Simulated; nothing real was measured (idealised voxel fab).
This is a process module. Its name is voxel transistor to metal.
Cross-sectional view cut (width: 215 nm; square cell size: 5 nm).
Reading order for cross-sections: top band down to bottom band. Underlying form: a grid of square cells. Band size: one or more rows of cells.
First you get the band's top height and its bottom height, in nm, and then the materials it's made of, left to right, with each width in nm. If you see a single material with "edge to edge", that one covers the band edge to edge. "air" is empty space.
For the purposes of this specification, 0 denotes the height below which the wafer in its as-received condition is composed wholly of one material, and the lowermost band, lacking a lower limit, extends downward without end, as expressed in "0 and below".
Width: "30 to 40" (first number = top row, second number = bottom row, same change from row to row of cells).
Step marked "remained the same"? Then no cell in the cross-section changed in it.
Entry "Completely enclosed voids" = empty spaces >= 8 cells with no open way to the top; each as width x height at distance, distance from left edge, all nm.
Step line, after settings: the simulator's comment on this step.
overlay nm: mask offset rightward from planned place, masked step; negative means leftward offset.

-- Intended process steps
1: RECEIVE,material Si
2: OXIDIZE,depth nm 5
3: CONFORMAL_DEP,material SiN,thk nm 15
4: MASKED_ETCH,tone cover,mask id ACTIVE,width nm 95,etch materials SiN,depth nm 15,overlay nm 0
5: MASKED_ETCH,tone cover,mask id ACTIVE,width nm 95,etch materials SiO2,depth nm 5,overlay nm 0
6: MASKED_ETCH,tone cover,mask id ACTIVE,width nm 95,etch materials Si,depth nm 35,overlay nm 0
7: OXIDIZE,depth nm 5
8: FILL_DEP,material SiO2,thk nm 10
9: CMP,height nm 15
10: SELECTIVE_ETCH,etch materials SiO2,depth nm 5
11: STRIP,etch materials SiN
12: SELECTIVE_ETCH,etch materials SiO2,depth nm 5
13: OXIDIZE,depth nm 5
14: DIRECTIONAL_DEP,material polySi,thk nm 30
15: DIRECTIONAL_DEP,material SiCN,thk nm 15
16: MASKED_ETCH,tone cover,mask id GATE,width nm 15,etch materials SiCN,depth nm 25,overlay nm 0
17: MASKED_ETCH,tone cover,mask id GATE,width nm 15,etch materials polySi,depth nm 40,overlay nm 0
18: CONFORMAL_DEP,material SiO2,thk nm 5
19: DIRECTIONAL_ETCH,etch materials SiO2,depth nm 5
20: CONFORMAL_DEP,material SiN,thk nm 5
21: DIRECTIONAL_ETCH,etch materials SiN,depth nm 5
22: DIRECTIONAL_ETCH,etch materials SiO2,depth nm 5
23: DIRECTIONAL_ETCH,etch materials Si,depth nm 15
24: EPI,material SiGe,thk nm 20
25: FILL_DEP,material SiO2,thk nm 10
26: CMP,height nm 40
27: DIRECTIONAL_DEP,material SiO2,thk nm 15
28: MASKED_ETCH,tone open,mask id CONTACT,width nm 25,pitch nm 50,etch materials SiO2,depth nm 45,overlay nm 0
29: CONFORMAL_DEP,material TiN,thk nm 5
30: FILL_DEP,material Ru,thk nm 10
31: CMP,height nm 55
32: CONFORMAL_DEP,material SiN,thk nm 5
33: DIRECTIONAL_DEP,material lowk,thk nm 15
34: PATTERN,tone open,mask id METAL_1,material resist,width nm 15,pitch nm 60,thk nm 20,overlay nm 0
35: DIRECTIONAL_ETCH,etch materials lowk,depth nm 15
36: DIRECTIONAL_ETCH,etch materials SiN,depth nm 5
37: STRIP,etch materials resist
38: CONFORMAL_DEP,material TiN,thk nm 5
39: FILL_DEP,material W,thk nm 5
40: CMP,height nm 75
41: EPI,material Ru,thk nm 5
42: FILL_DEP,material SiCN,thk nm 5

-- First of two wafers, with the run carried out as planned

-- Wafer cross-section on receipt, i.e. after step 1
> 0 and below = Si edge to edge
> Completely enclosed voids: none

-- Take a look at the wafer's cross-section after step 2
> 0 down to -5 = SiO2 edge to edge
> Below -5, the layers are the same as they were.

-- Take a look at the wafer's cross-section after step 3
> 15 down to 0 = SiN edge to edge
> Below 0, the layers are the same as they were.

-- Take a look at the wafer's cross-section after step 4
> 15 down to 0 = air 60, SiN 95, air 60
> Below 0, the layers are the same as they were.

-- Take a look at the wafer's cross-section after step 5
> 15 down to 0 = air 60, SiN 95, air 60
> 0 down to -5 = air 60, SiO2 95, air 60
> Below -5, the layers are the same as they were.

-- Take a look at the wafer's cross-section after step 6
> 15 down to 0 = air 60, SiN 95, air 60
> 0 down to -5 = air 60, SiO2 95, air 60
> -5 down to -40 = air 60, Si 95, air 60
> Below -40, the layers are the same as they were.

-- Take a look at the wafer's cross-section after step 7
> 15 down to 0 = air 60, SiN 95, air 60
> 0 down to -5 = air 60, SiO2 95, air 60
> -5 down to -40 = air 60, SiO2 5, Si 85, SiO2 5, air 60
> -40 down to -45 = SiO2 65, Si 85, SiO2 65
> Below -45, the layers are the same as they were.

-- Take a look at the wafer's cross-section after step 8
> 25 down to 15 = SiO2 edge to edge
> 15 down to 0 = SiO2 60, SiN 95, SiO2 60
> 0 down to -5 = SiO2 edge to edge
> -5 down to -45 = SiO2 65, Si 85, SiO2 65
> Below -45, the layers are the same as they were.

-- Take a look at the wafer's cross-section after step 9
> 15 down to 0 = SiO2 60, SiN 95, SiO2 60
> Below 0, the layers are the same as they were.

-- Take a look at the wafer's cross-section after step 10
> 15 down to 10 = air 60, SiN 95, air 60
> Below 10, the layers are the same as they were.

-- Take a look at the wafer's cross-section after step 11
> 10 down to 0 = SiO2 60, air 95, SiO2 60
> Below 0, the layers are the same as they were.

-- Take a look at the wafer's cross-section after step 12
> 5 down to -5 = SiO2 55, air 105, SiO2 55
> Below -5, the layers are the same as they were.

-- Take a look at the wafer's cross-section after step 13
> 5 down to -5 = SiO2 55, air 105, SiO2 55
> -5 down to -10 = SiO2 edge to edge
> Below -10, the layers are the same as they were.

-- Take a look at the wafer's cross-section after step 14
> 35 down to 25 = polySi 55, air 105, polySi 55
> 25 down to 5 = polySi edge to edge
> 5 down to -5 = SiO2 55, polySi 105, SiO2 55
> Below -5, the layers are the same as they were.

-- Take a look at the wafer's cross-section after step 15
> 50 down to 40 = SiCN 55, air 105, SiCN 55
> 40 down to 35 = SiCN edge to edge
> 35 down to 25 = polySi 55, SiCN 105, polySi 55
> Below 25, the layers are the same as they were.

-- Take a look at the wafer's cross-section after step 16
> 40 down to 35 = air 100, SiCN 15, air 100
> 35 down to 25 = polySi 55, air 45, SiCN 15, air 45, polySi 55
> Below 25, the layers are the same as they were.

-- Take a look at the wafer's cross-section after step 17
> 40 down to 25 = air 100, SiCN 15, air 100
> 25 down to 5 = air 100, polySi 15, air 100
> 5 down to -5 = SiO2 55, air 45, polySi 15, air 45, SiO2 55
> Below -5, the layers are the same as they were.

-- Take a look at the wafer's cross-section after step 18
> 45 down to 40 = air 95, SiO2 25, air 95
> 40 down to 25 = air 95, SiO2 5, SiCN 15, SiO2 5, air 95
> 25 down to 10 = air 95, SiO2 5, polySi 15, SiO2 5, air 95
> 10 down to 0 = SiO2 60, air 35, SiO2 5, polySi 15, SiO2 5, air 35, SiO2 60
> 0 down to -5 = SiO2 100, polySi 15, SiO2 100
> Below -5, the layers are the same as they were.

-- Take a look at the wafer's cross-section after step 19
> 40 down to 25 = air 95, SiO2 5, SiCN 15, SiO2 5, air 95
> 25 down to 5 = air 95, SiO2 5, polySi 15, SiO2 5, air 95
> 5 down to -5 = SiO2 60, air 35, SiO2 5, polySi 15, SiO2 5, air 35, SiO2 60
> Below -5, the layers are the same as they were.

-- Take a look at the wafer's cross-section after step 20
> 45 down to 40 = air 90, SiN 35, air 90
> 40 down to 25 = air 90, SiN 5, SiO2 5, SiCN 15, SiO2 5, SiN 5, air 90
> 25 down to 10 = air 90, SiN 5, SiO2 5, polySi 15, SiO2 5, SiN 5, air 90
> 10 down to 5 = SiN 65, air 25, SiN 5, SiO2 5, polySi 15, SiO2 5, SiN 5, air 25, SiN 65
> 5 down to 0 = SiO2 60, SiN 5, air 25, SiN 5, SiO2 5, polySi 15, SiO2 5, SiN 5, air 25, SiN 5, SiO2 60
> 0 down to -5 = SiO2 60, SiN 35, SiO2 5, polySi 15, SiO2 5, SiN 35, SiO2 60
> Below -5, the layers are the same as they were.

-- Take a look at the wafer's cross-section after step 21
> 40 down to 25 = air 90, SiN 5, SiO2 5, SiCN 15, SiO2 5, SiN 5, air 90
> 25 down to 5 = air 90, SiN 5, SiO2 5, polySi 15, SiO2 5, SiN 5, air 90
> 5 down to -5 = SiO2 60, SiN 5, air 25, SiN 5, SiO2 5, polySi 15, SiO2 5, SiN 5, air 25, SiN 5, SiO2 60
> Below -5, the layers are the same as they were.

-- Take a look at the wafer's cross-section after step 22
> 40 down to 35 = air 90, SiN 5, air 5, SiCN 15, air 5, SiN 5, air 90
> 35 down to 25 = air 90, SiN 5, SiO2 5, SiCN 15, SiO2 5, SiN 5, air 90
> 25 down to 5 = air 90, SiN 5, SiO2 5, polySi 15, SiO2 5, SiN 5, air 90
> 5 down to 0 = air 60, SiN 5, air 25, SiN 5, SiO2 5, polySi 15, SiO2 5, SiN 5, air 25, SiN 5, air 60
> 0 down to -5 = SiO2 60, SiN 5, air 25, SiN 5, SiO2 5, polySi 15, SiO2 5, SiN 5, air 25, SiN 5, SiO2 60
> -5 down to -10 = SiO2 65, air 25, SiO2 35, air 25, SiO2 65
> Below -10, the layers are the same as they were.

-- Take a look at the wafer's cross-section after step 23
> 40 down to 35 = air 90, SiN 5, air 5, SiCN 15, air 5, SiN 5, air 90
> 35 down to 25 = air 90, SiN 5, SiO2 5, SiCN 15, SiO2 5, SiN 5, air 90
> 25 down to 5 = air 90, SiN 5, SiO2 5, polySi 15, SiO2 5, SiN 5, air 90
> 5 down to 0 = air 60, SiN 5, air 25, SiN 5, SiO2 5, polySi 15, SiO2 5, SiN 5, air 25, SiN 5, air 60
> 0 down to -5 = SiO2 60, SiN 5, air 25, SiN 5, SiO2 5, polySi 15, SiO2 5, SiN 5, air 25, SiN 5, SiO2 60
> -5 down to -10 = SiO2 65, air 25, SiO2 35, air 25, SiO2 65
> -10 down to -25 = SiO2 65, air 25, Si 35, air 25, SiO2 65
> Below -25, the layers are the same as they were.

-- Take a look at the wafer's cross-section after step 24
> 40 down to 35 = air 90, SiN 5, air 5, SiCN 15, air 5, SiN 5, air 90
> 35 down to 25 = air 90, SiN 5, SiO2 5, SiCN 15, SiO2 5, SiN 5, air 90
> 25 down to 10 = air 90, SiN 5, SiO2 5, polySi 15, SiO2 5, SiN 5, air 90
> 10 down to 5 = air 70, SiGe 20, SiN 5, SiO2 5, polySi 15, SiO2 5, SiN 5, SiGe 20, air 70
> 5 down to 0 = air 60, SiN 5, air 5, SiGe 20, SiN 5, SiO2 5, polySi 15, SiO2 5, SiN 5, SiGe 20, air 5, SiN 5, air 60
> 0 down to -5 = SiO2 60, SiN 5, air 5, SiGe 20, SiN 5, SiO2 5, polySi 15, SiO2 5, SiN 5, SiGe 20, air 5, SiN 5, SiO2 60
> -5 down to -10 = SiO2 65, SiGe 25, SiO2 35, SiGe 25, SiO2 65
> -10 down to -25 = SiO2 65, SiGe 25, Si 35, SiGe 25, SiO2 65
> Below -25, the layers are the same as they were.

-- Take a look at the wafer's cross-section after step 25
> 50 down to 40 = SiO2 edge to edge
> 40 down to 25 = SiO2 90, SiN 5, SiO2 5, SiCN 15, SiO2 5, SiN 5, SiO2 90
> 25 down to 10 = SiO2 90, SiN 5, SiO2 5, polySi 15, SiO2 5, SiN 5, SiO2 90
> 10 down to 5 = SiO2 70, SiGe 20, SiN 5, SiO2 5, polySi 15, SiO2 5, SiN 5, SiGe 20, SiO2 70
> 5 down to -5 = SiO2 60, SiN 5, SiO2 5, SiGe 20, SiN 5, SiO2 5, polySi 15, SiO2 5, SiN 5, SiGe 20, SiO2 5, SiN 5, SiO2 60
> Below -5, the layers are the same as they were.

-- Take a look at the wafer's cross-section after step 26
> 40 down to 25 = SiO2 90, SiN 5, SiO2 5, SiCN 15, SiO2 5, SiN 5, SiO2 90
> Below 25, the layers are the same as they were.

-- Take a look at the wafer's cross-section after step 27
> 55 down to 40 = SiO2 edge to edge
> Below 40, the layers are the same as they were.

-- Take a look at the wafer's cross-section after step 28
> 55 down to 40 = SiO2 70, air 25, SiO2 25, air 25, SiO2 70
> 40 down to 25 = SiO2 70, air 20, SiN 5, SiO2 5, SiCN 15, SiO2 5, SiN 5, air 20, SiO2 70
> 25 down to 10 = SiO2 70, air 20, SiN 5, SiO2 5, polySi 15, SiO2 5, SiN 5, air 20, SiO2 70
> Below 10, the layers are the same as they were.

-- Take a look at the wafer's cross-section after step 29
> 60 down to 55 = TiN 75, air 15, TiN 35, air 15, TiN 75
> 55 down to 45 = SiO2 70, TiN 5, air 15, TiN 5, SiO2 25, TiN 5, air 15, TiN 5, SiO2 70
> 45 down to 40 = SiO2 70, TiN 5, air 10, TiN 10, SiO2 25, TiN 10, air 10, TiN 5, SiO2 70
> 40 down to 25 = SiO2 70, TiN 5, air 10, TiN 5, SiN 5, SiO2 5, SiCN 15, SiO2 5, SiN 5, TiN 5, air 10, TiN 5, SiO2 70
> 25 down to 15 = SiO2 70, TiN 5, air 10, TiN 5, SiN 5, SiO2 5, polySi 15, SiO2 5, SiN 5, TiN 5, air 10, TiN 5, SiO2 70
> 15 down to 10 = SiO2 70, TiN 20, SiN 5, SiO2 5, polySi 15, SiO2 5, SiN 5, TiN 20, SiO2 70
> Below 10, the layers are the same as they were.

-- Take a look at the wafer's cross-section after step 30
> 70 down to 60 = Ru edge to edge
> 60 down to 55 = TiN 75, Ru 15, TiN 35, Ru 15, TiN 75
> 55 down to 45 = SiO2 70, TiN 5, Ru 15, TiN 5, SiO2 25, TiN 5, Ru 15, TiN 5, SiO2 70
> 45 down to 40 = SiO2 70, TiN 5, Ru 10, TiN 10, SiO2 25, TiN 10, Ru 10, TiN 5, SiO2 70
> 40 down to 25 = SiO2 70, TiN 5, Ru 10, TiN 5, SiN 5, SiO2 5, SiCN 15, SiO2 5, SiN 5, TiN 5, Ru 10, TiN 5, SiO2 70
> 25 down to 15 = SiO2 70, TiN 5, Ru 10, TiN 5, SiN 5, SiO2 5, polySi 15, SiO2 5, SiN 5, TiN 5, Ru 10, TiN 5, SiO2 70
> Below 15, the layers are the same as they were.

-- Take a look at the wafer's cross-section after step 31
> 55 down to 45 = SiO2 70, TiN 5, Ru 15, TiN 5, SiO2 25, TiN 5, Ru 15, TiN 5, SiO2 70
> Below 45, the layers are the same as they were.

-- Take a look at the wafer's cross-section after step 32
> 60 down to 55 = SiN edge to edge
> Below 55, the layers are the same as they were.

-- Take a look at the wafer's cross-section after step 33
> 75 down to 60 = lowk edge to edge
> Below 60, the layers are the same as they were.

-- Take a look at the wafer's cross-section after step 34
> 95 down to 75 = resist 70, air 15, resist 45, air 15, resist 70
> Below 75, the layers are the same as they were.

-- Take a look at the wafer's cross-section after step 35
> 95 down to 75 = resist 70, air 15, resist 45, air 15, resist 70
> 75 down to 60 = lowk 70, air 15, lowk 45, air 15, lowk 70
> Below 60, the layers are the same as they were.

-- Take a look at the wafer's cross-section after step 36
> 95 down to 75 = resist 70, air 15, resist 45, air 15, resist 70
> 75 down to 60 = lowk 70, air 15, lowk 45, air 15, lowk 70
> 60 down to 55 = SiN 70, air 15, SiN 45, air 15, SiN 70
> Below 55, the layers are the same as they were.

-- Take a look at the wafer's cross-section after step 37
> 75 down to 60 = lowk 70, air 15, lowk 45, air 15, lowk 70
> Below 60, the layers are the same as they were.

-- Take a look at the wafer's cross-section after step 38
> 80 down to 75 = TiN 75, air 5, TiN 55, air 5, TiN 75
> 75 down to 60 = lowk 70, TiN 5, air 5, TiN 5, lowk 45, TiN 5, air 5, TiN 5, lowk 70
> 60 down to 55 = SiN 70, TiN 15, SiN 45, TiN 15, SiN 70
> Below 55, the layers are the same as they were.

-- Take a look at the wafer's cross-section after step 39
> 85 down to 80 = W edge to edge
> 80 down to 75 = TiN 75, W 5, TiN 55, W 5, TiN 75
> 75 down to 60 = lowk 70, TiN 5, W 5, TiN 5, lowk 45, TiN 5, W 5, TiN 5, lowk 70
> Below 60, the layers are the same as they were.

-- Take a look at the wafer's cross-section after step 40
> 75 down to 60 = lowk 70, TiN 5, W 5, TiN 5, lowk 45, TiN 5, W 5, TiN 5, lowk 70
> Below 60, the layers are the same as they were.

-- Take a look at the wafer's cross-section after step 41
> 80 down to 75 = air 65, Ru 25, air 35, Ru 25, air 65
> Below 75, the layers are the same as they were.

-- Take a look at the wafer's cross-section after step 42
> 85 down to 80 = SiCN edge to edge
> 80 down to 75 = SiCN 65, Ru 25, SiCN 35, Ru 25, SiCN 65
> Below 75, the layers are the same as they were.

-- Second wafer, same starting state and plan as the first, one mistake in the run, identical through step 27

-- Second wafer, section view, time point: scheduled end of step 28
> 55 down to 40 = air 70, SiO2 25, air 25, SiO2 25, air 70
> 40 down to 25 = air 70, SiO2 20, SiN 5, air 5, SiCN 15, air 5, SiN 5, SiO2 20, air 70
> 25 down to 10 = air 70, SiO2 20, SiN 5, air 5, polySi 15, air 5, SiN 5, SiO2 20, air 70
> Below 10, the layers are the same as they were.

-- Second wafer, section view, time point: scheduled end of step 29
> 60 down to 55 = air 65, TiN 35, air 15, TiN 35, air 65
> 55 down to 45 = air 65, TiN 5, SiO2 25, TiN 5, air 15, TiN 5, SiO2 25, TiN 5, air 65
> 45 down to 40 = air 65, TiN 5, SiO2 25, TiN 25, SiO2 25, TiN 5, air 65
> 40 down to 25 = air 65, TiN 5, SiO2 20, SiN 5, TiN 5, SiCN 15, TiN 5, SiN 5, SiO2 20, TiN 5, air 65
> 25 down to 15 = air 65, TiN 5, SiO2 20, SiN 5, TiN 5, polySi 15, TiN 5, SiN 5, SiO2 20, TiN 5, air 65
> 15 down to 10 = TiN 70, SiO2 20, SiN 5, TiN 5, polySi 15, TiN 5, SiN 5, SiO2 20, TiN 70
> Below 10, the layers are the same as they were.

-- Second wafer, section view, time point: scheduled end of step 30
> 70 down to 60 = Ru edge to edge
> 60 down to 55 = Ru 65, TiN 35, Ru 15, TiN 35, Ru 65
> 55 down to 45 = Ru 65, TiN 5, SiO2 25, TiN 5, Ru 15, TiN 5, SiO2 25, TiN 5, Ru 65
> 45 down to 40 = Ru 65, TiN 5, SiO2 25, TiN 25, SiO2 25, TiN 5, Ru 65
> 40 down to 25 = Ru 65, TiN 5, SiO2 20, SiN 5, TiN 5, SiCN 15, TiN 5, SiN 5, SiO2 20, TiN 5, Ru 65
> 25 down to 15 = Ru 65, TiN 5, SiO2 20, SiN 5, TiN 5, polySi 15, TiN 5, SiN 5, SiO2 20, TiN 5, Ru 65
> Below 15, the layers are the same as they were.

-- Second wafer, section view, time point: scheduled end of step 31
> 55 down to 45 = Ru 65, TiN 5, SiO2 25, TiN 5, Ru 15, TiN 5, SiO2 25, TiN 5, Ru 65
> Below 45, the layers are the same as they were.

-- Second wafer, section view, time point: scheduled end of step 32
> 60 down to 55 = SiN edge to edge
> Below 55, the layers are the same as they were.

-- Second wafer, section view, time point: scheduled end of step 33
> 75 down to 60 = lowk edge to edge
> Below 60, the layers are the same as they were.

-- Second wafer, section view, time point: scheduled end of step 34
> 95 down to 75 = resist 70, air 15, resist 45, air 15, resist 70
> Below 75, the layers are the same as they were.

-- Second wafer, section view, time point: scheduled end of step 35
> 95 down to 75 = resist 70, air 15, resist 45, air 15, resist 70
> 75 down to 60 = lowk 70, air 15, lowk 45, air 15, lowk 70
> Below 60, the layers are the same as they were.

-- Second wafer, section view, time point: scheduled end of step 36
> 95 down to 75 = resist 70, air 15, resist 45, air 15, resist 70
> 75 down to 60 = lowk 70, air 15, lowk 45, air 15, lowk 70
> 60 down to 55 = SiN 70, air 15, SiN 45, air 15, SiN 70
> Below 55, the layers are the same as they were.

-- Second wafer, section view, time point: scheduled end of step 37
> 75 down to 60 = lowk 70, air 15, lowk 45, air 15, lowk 70
> Below 60, the layers are the same as they were.

-- Second wafer, section view, time point: scheduled end of step 38
> 80 down to 75 = TiN 75, air 5, TiN 55, air 5, TiN 75
> 75 down to 60 = lowk 70, TiN 5, air 5, TiN 5, lowk 45, TiN 5, air 5, TiN 5, lowk 70
> 60 down to 55 = SiN 70, TiN 15, SiN 45, TiN 15, SiN 70
> Below 55, the layers are the same as they were.

-- Second wafer, section view, time point: scheduled end of step 39
> 85 down to 80 = W edge to edge
> 80 down to 75 = TiN 75, W 5, TiN 55, W 5, TiN 75
> 75 down to 60 = lowk 70, TiN 5, W 5, TiN 5, lowk 45, TiN 5, W 5, TiN 5, lowk 70
> Below 60, the layers are the same as they were.

-- Second wafer, section view, time point: scheduled end of step 40
> 75 down to 60 = lowk 70, TiN 5, W 5, TiN 5, lowk 45, TiN 5, W 5, TiN 5, lowk 70
> Below 60, the layers are the same as they were.

-- Second wafer, section view, time point: scheduled end of step 41
> 80 down to 75 = air 65, Ru 25, air 35, Ru 25, air 65
> Below 75, the layers are the same as they were.

-- Second wafer, section view, time point: scheduled end of step 42
> 85 down to 80 = SiCN edge to edge
> 80 down to 75 = SiCN 65, Ru 25, SiCN 35, Ru 25, SiCN 65
> Below 75, the layers are the same as they were.
Deviation from plan: step 28, actual vs plan mismatch, actual run MASKED_ETCH,tone cover,mask id CONTACT,width nm 25,pitch nm 50,etch materials SiO2,depth nm 45,overlay nm 0
Once processing is complete, comparing cell counts shows that the second wafer has more or fewer of certain materials than the first: +178 Ru | -201 SiO2 | +23 TiN
